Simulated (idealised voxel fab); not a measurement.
Documented hereafter: the process module known as voxel fin reveal.
245 nm wide, 5 nm square cells: that's cross-section cut.
This document writes a cross-section as a grid whose cells are square, and gives it as bands, listed from the top down; one or more rows of cells form a band.
The band entry comprises the height of the band's top followed by the height of its bottom, expressed in nm, and subsequently the band's materials from left to right, each stated together with its width in nm. Where a single material is marked with the word "full width", that material fills the band from edge to edge. The word "blank" represents empty space.
The reference from which all heights are counted is 0, the level beneath which the as-received wafer is entirely one material; the lowest band, having no lower bound, proceeds downward and is written after the example "from 0 down".
Note: "30 to 40" means the width goes from the first number (top row of the band) to the second number (bottom row) in equal steps per row of cells.
Step note "nothing different" = no cross-section cell changed.
Heads up: "Cavities, sealed" only lists the empty pockets with no open path to the top that are 8 cells or more, and it writes them as width x height at distance, distance from the left edge, in nm.
Text after the settings on a step's line: the simulator's own remark on that step.
Regarding "overlay nm": on a step with a mask, it is the distance the mask lay to the right of its planned place; a negative value places it to the left.

-- The following list gives the planned process steps
1,RECEIVE [material Si]
2,CONFORMAL_DEP [material SiN] [thk nm 10]
3,MASKED_ETCH [tone cover] [mask id FINS] [width nm 15] [pitch nm 40] [etch materials SiN] [depth nm 10] [overlay nm 0]
4,MASKED_ETCH [tone cover] [mask id FINS] [width nm 15] [pitch nm 40] [etch materials Si] [depth nm 35] [overlay nm 0]
5,OXIDIZE [depth nm 5]
6,FILL_DEP [material SiO2] [thk nm 15]
7,CMP [height nm 10]
8,SELECTIVE_ETCH [etch materials SiO2] [depth nm 30]
9,STRIP [etch materials SiN]
The value of width nm given for step 4 in the plan refers to the first wafer; the wafers vary in this setting and are alike at the start.

-- The first of several wafers, as received after step 1, seen in section
from 0 down | Si full width
Cavities, sealed: none

-- Wafer rows, end of module: cells per material gained (+) or lost (-) since receipt; closed voids last
width nm 15, -376 Si, +188 SiO2, Cavities, sealed: none
width nm 20, -362 Si, +180 SiO2, Cavities, sealed: none
width nm 25, -348 Si, +172 SiO2, Cavities, sealed: none
